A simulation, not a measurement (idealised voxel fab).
The process module that follows is named voxel spacer lines.
The cross-section shown here is cut; it is 210 nm wide and divided into square cells measuring 5 nm on a side.
Cross-section spec: square-cell grid; bands listed top down; each band is one or more rows.
Quick guide to a band line: top height, bottom height (nm) up front; then every material left to right with its width in nm. Only one material and it's marked "everywhere"? Then it fills the band edge to edge. And "blank" just means empty space.
Note: height 0 marks the level under which the wafer is uniformly one material as received. Lowest band unbounded below, written "z 0 and below".
You'd read "30..40" like this: the band's top row of cells is as wide as the first number, its bottom row is as wide as the second, and going down, every row changes width by the same amount as the row before did.
When a step is marked "no alterations made", none of the cells in the cross-section changed during that step.
Any empty space of 8 cells or more lacking an open way to the top shows up in "Enclosed void list" as width x height at distance, distance from the left edge, in nm.
Post-settings text on a step line: simulator's own remark regarding the step.
Among the settings permitted on a step's line is "overlay nm"; applied to a step with a mask, it specifies the extent to which the mask lay to the right of its planned position, whereas a negative figure signifies a position to the left.

Planned step list for the process:
1: RECEIVE,material Si
2: CONFORMAL_DEP,material Al2O3,thk nm 10
3: DIRECTIONAL_DEP,material W,thk nm 15
4: DIRECTIONAL_DEP,material aC,thk nm 30
5: PATTERN,tone cover,mask id MANDREL,material resist,width nm 20,pitch nm 70,thk nm 35,overlay nm 0
6: DIRECTIONAL_ETCH,etch materials aC,depth nm 30
7: STRIP,etch materials resist
8: CONFORMAL_DEP,material SiO2,thk nm 15
9: DIRECTIONAL_ETCH,etch materials SiO2,depth nm 15
10: STRIP,etch materials aC
11: DIRECTIONAL_ETCH,etch materials W,depth nm 15
12: STRIP,etch materials SiO2
13: FILL_DEP,material lowk,thk nm 10
14: CMP,height nm 25

The first of two wafers, run as planned:

As-received state of the wafer in cross-section, equivalent to post-step 1:
> z 0 and below | Si everywhere
> Enclosed void list: none

Once step 2 is through, the wafer looks like this in cross-section:
> z 10 to 0 | Al2O3 everywhere
> Everything below 0 is unchanged.

Once step 3 is through, the wafer looks like this in cross-section:
> z 25 to 10 | W everywhere
> Everything below 10 is unchanged.

Once step 4 is through, the wafer looks like this in cross-section:
> z 55 to 25 | aC everywhere
> Everything below 25 is unchanged.

Once step 5 is through, the wafer looks like this in cross-section:
> z 90 to 55 | blank (60), resist (20), blank (50), resist (20), blank (60)
> Everything below 55 is unchanged.

Once step 6 is through, the wafer looks like this in cross-section:
> z 60 to 55 | blank (60), resist (20), blank (50), resist (20), blank (60)
> z 55 to 25 | blank (60), aC (20), blank (50), aC (20), blank (60)
> Everything below 25 is unchanged.

Once step 7 is through, the wafer looks like this in cross-section:
> z 55 to 25 | blank (60), aC (20), blank (50), aC (20), blank (60)
> Everything below 25 is unchanged.

Once step 8 is through, the wafer looks like this in cross-section:
> z 70 to 55 | blank (45), SiO2 (50), blank (20), SiO2 (50), blank (45)
> z 55 to 40 | blank (45), SiO2 (15), aC (20), SiO2 (15), blank (20), SiO2 (15), aC (20), SiO2 (15), blank (45)
> z 40 to 25 | SiO2 (60), aC (20), SiO2 (50), aC (20), SiO2 (60)
> Everything below 25 is unchanged.

Once step 9 is through, the wafer looks like this in cross-section:
> z 55 to 25 | blank (45), SiO2 (15), aC (20), SiO2 (15), blank (20), SiO2 (15), aC (20), SiO2 (15), blank (45)
> Everything below 25 is unchanged.

Once step 10 is through, the wafer looks like this in cross-section:
> z 55 to 25 | blank (45), SiO2 (15), blank (20), SiO2 (15), blank (20), SiO2 (15), blank (20), SiO2 (15), blank (45)
> Everything below 25 is unchanged.

Once step 11 is through, the wafer looks like this in cross-section:
> z 55 to 25 | blank (45), SiO2 (15), blank (20), SiO2 (15), blank (20), SiO2 (15), blank (20), SiO2 (15), blank (45)
> z 25 to 10 | blank (45), W (15), blank (20), W (15), blank (20), W (15), blank (20), W (15), blank (45)
> Everything below 10 is unchanged.

Once step 12 is through, the wafer looks like this in cross-section:
> z 25 to 10 | blank (45), W (15), blank (20), W (15), blank (20), W (15), blank (20), W (15), blank (45)
> Everything below 10 is unchanged.

Once step 13 is through, the wafer looks like this in cross-section:
> z 35 to 25 | lowk everywhere
> z 25 to 10 | lowk (45), W (15), lowk (20), W (15), lowk (20), W (15), lowk (20), W (15), lowk (45)
> Everything below 10 is unchanged.

Once step 14 is through, the wafer looks like this in cross-section:
> z 25 to 10 | lowk (45), W (15), lowk (20), W (15), lowk (20), W (15), lowk (20), W (15), lowk (45)
> Everything below 10 is unchanged.

second wafer: like start, like plan, one mistake. Through step 1 it matches the first wafer:

Second wafer, cross-section, planned end of step 2:
> z 15 to 0 | W everywhere
> Everything below 0 is unchanged.

Second wafer, cross-section, planned end of step 3:
> z 25 to 15 | Al2O3 everywhere
> Everything below 15 is unchanged.

Second wafer, cross-section, planned end of step 4:
> z 55 to 25 | aC everywhere
> Everything below 25 is unchanged.

Second wafer, cross-section, planned end of step 5:
> z 90 to 55 | blank (60), resist (20), blank (50), resist (20), blank (60)
> Everything below 55 is unchanged.

Second wafer, cross-section, planned end of step 6:
> z 60 to 55 | blank (60), resist (20), blank (50), resist (20), blank (60)
> z 55 to 25 | blank (60), aC (20), blank (50), aC (20), blank (60)
> Everything below 25 is unchanged.

Second wafer, cross-section, planned end of step 7:
> z 55 to 25 | blank (60), aC (20), blank (50), aC (20), blank (60)
> Everything below 25 is unchanged.

Second wafer, cross-section, planned end of step 8:
> z 70 to 55 | blank (45), SiO2 (50), blank (20), SiO2 (50), blank (45)
> z 55 to 40 | blank (45), SiO2 (15), aC (20), SiO2 (15), blank (20), SiO2 (15), aC (20), SiO2 (15), blank (45)
> z 40 to 25 | SiO2 (60), aC (20), SiO2 (50), aC (20), SiO2 (60)
> Everything below 25 is unchanged.

Second wafer, cross-section, planned end of step 9:
> z 55 to 25 | blank (45), SiO2 (15), aC (20), SiO2 (15), blank (20), SiO2 (15), aC (20), SiO2 (15), blank (45)
> Everything below 25 is unchanged.

Second wafer, cross-section, planned end of step 10:
> z 55 to 25 | blank (45), SiO2 (15), blank (20), SiO2 (15), blank (20), SiO2 (15), blank (20), SiO2 (15), blank (45)
> Everything below 25 is unchanged.

Second wafer, cross-section, planned end of step 11: no alterations made

Second wafer, cross-section, planned end of step 12:
> z 25 to 15 | Al2O3 everywhere
> Everything below 15 is unchanged.

Second wafer, cross-section, planned end of step 13:
> z 35 to 25 | lowk everywhere
> Everything below 25 is unchanged.

Second wafer, cross-section, planned end of step 14:
> z 25 to 15 | Al2O3 everywhere
> Everything below 15 is unchanged.
Heads up, the wafer didn't run the way we planned it: the executed order of steps 2 and 3 is the reverse of that specified in the plan, each step having taken the other's position
Final wafer comparison in cells, second versus first, more or fewer per material: +90 W; -90 lowk
